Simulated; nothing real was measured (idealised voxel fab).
voxel spacer lines: a process module
For reference, the cross-section in this document is cut, with width 220 nm and square cells of 5 nm.
Just so we're on the same page, the cross-sections are grids of square cells, and they're listed out in bands top to bottom, each band one or more rows deep.
What a band's entry tells you: where the top is and where the bottom is, as heights in nm, and after that what lies inside, material by material from left to right, each with its width in nm. Empty space is written as the word "empty", and a single material marked with the word "everywhere" occupies the band from edge to edge.
All heights in this document are referenced to 0, defined as the level beneath which the wafer, as received, consists entirely of one material. The lowest band is not bounded below; it extends indefinitely downward and is written in the form "0 nm and below".
Note: "30..40" means the width goes from the first number (top row of the band) to the second number (bottom row) in equal steps per row of cells.
"nothing got changed" after a step means that no cell of the cross-section changed.
"Sealed voids" means: voids of 8 cells or more that are shut off from the top with no open way through. Written width x height at distance, distance from the left edge, in nm.
What comes after the settings on a step's line is commentary from the simulator itself on that step.
overlay nm: mask offset rightward from planned place, masked step; negative means leftward offset.

Process steps foreseen in the plan
1) RECEIVE | material Si
2) CONFORMAL_DEP | material Al2O3 | thk nm 10
3) DIRECTIONAL_DEP | material TiN | thk nm 15
4) DIRECTIONAL_DEP | material polySi | thk nm 30
5) PATTERN | tone cover | mask id MANDREL | material resist | width nm 25 | pitch nm 70 | thk nm 35 | overlay nm 0
6) DIRECTIONAL_ETCH | etch materials polySi | depth nm 30
7) STRIP | etch materials resist
8) CONFORMAL_DEP | material SiO2 | thk nm 10
9) DIRECTIONAL_ETCH | etch materials SiO2 | depth nm 10
10) STRIP | etch materials polySi
11) DIRECTIONAL_ETCH | etch materials TiN | depth nm 15
12) STRIP | etch materials SiO2
13) FILL_DEP | material SiO2 | thk nm 5
14) CMP | height nm 25

So this is the incoming wafer in cross-section - it's already been through step 1
  0 nm and below  Si everywhere
  Sealed voids: none

Here's the wafer cut in cross-section after the module, started and planned just like above, except one thing was done wrong in the run
  25 nm to 15 nm  Al2O3 everywhere
  15 nm to 0 nm  TiN everywhere
  0 nm and below  Si everywhere
  Sealed voids: none
The mistake made against the process plan was this: steps 2 and 3 of the plan were run in the wrong order, each in the other's place
